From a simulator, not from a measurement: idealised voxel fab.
Process module heading - voxel spacer lines
Section cut is 280 nm wide and gridded with 5 nm square cells.
A cross-section in this document is a grid of square cells, and it is written down as bands, the top band listed before the ones below it; a band is made up of one or more rows of cells. A band entry consists of two parts. The first gives the height of the band's top and the height of its bottom, in nm. The rest lists the band's materials from left to right, each with its width in nm. A single material labelled with the word "edge to edge" fills the band from edge to edge, and the word "air" marks empty space. Measure heights from 0. That's the level where, below it, the as-received wafer is all one material. The lowest band is bottomless and extends downward; write it as in "0..down". A two-number width, for instance "30 to 40", indicates that the width is equal to the first number in the top row of the band and to the second number in the bottom row, and that it changes by a constant amount per row of cells. The designation "no alterations made", where it is given for a processing step, indicates that no cell of the cross-section was altered in the course of that step. What "Closed void roster" gives you is every empty space of 8 cells or more that is cut off from the top. Each appears as width x height at distance, with the distance taken from the left edge and width, height and distance all in nm. On each step's line, the part that comes after the settings is the simulator's own comment on the step. overlay nm: mask offset rightward from planned place, masked step; negative means leftward offset.
-- List of planned process steps
1) RECEIVE, material Si
2) CONFORMAL_DEP, material Al2O3, thk nm 5
3) DIRECTIONAL_DEP, material polySi, thk nm 5
4) DIRECTIONAL_DEP, material aC, thk nm 20
5) PATTERN, tone cover, mask id MANDREL, material resist, width nm 15, pitch nm 60, thk nm 30, overlay nm 0
6) DIRECTIONAL_ETCH, etch materials aC, depth nm 20
7) STRIP, etch materials resist
8) CONFORMAL_DEP, material SiO2, thk nm 15
9) DIRECTIONAL_ETCH, etch materials SiO2, depth nm 15
10) STRIP, etch materials aC
11) DIRECTIONAL_ETCH, etch materials polySi, depth nm 10
12) STRIP, etch materials SiO2
varied across the wafers: thk nm of step 3. The plan shows the first wafer's value. All wafers start alike
-- Cross-section of the first of several wafers on receipt, reflecting completion of step 1
0..down: Si edge to edge
Closed void roster: none
-- The first of several wafers, seen in cross-section after the module's last step, step 12
10..5: air 55; polySi 15; air 15; polySi 15; air 15; polySi 15; air 15; polySi 15; air 15; polySi 15; air 15; polySi 15; air 60
5..0: Al2O3 edge to edge
0..down: Si edge to edge
Closed void roster: none
-- Wafer cross-section (last wafer, module end)
30..20: air 55; polySi 15; air 15; polySi 15; air 15; polySi 15; air 15; polySi 15; air 15; polySi 15; air 15; polySi 15; air 60
20..5: polySi edge to edge
5..0: Al2O3 edge to edge
0..down: Si edge to edge
Closed void roster: none
-- Rows = wafers. At module end, each row lists per material the cells gained (+) or lost (-) since the wafer was received, then the closed voids
thk nm 5 | +56 Al2O3 | +18 polySi | Closed void roster: none
thk nm 10 | +56 Al2O3 | +36 polySi | Closed void roster: none
thk nm 15 | +56 Al2O3 | +92 polySi | Closed void roster: none
thk nm 20 | +56 Al2O3 | +148 polySi | Closed void roster: none
thk nm 25 | +56 Al2O3 | +204 polySi | Closed void roster: none
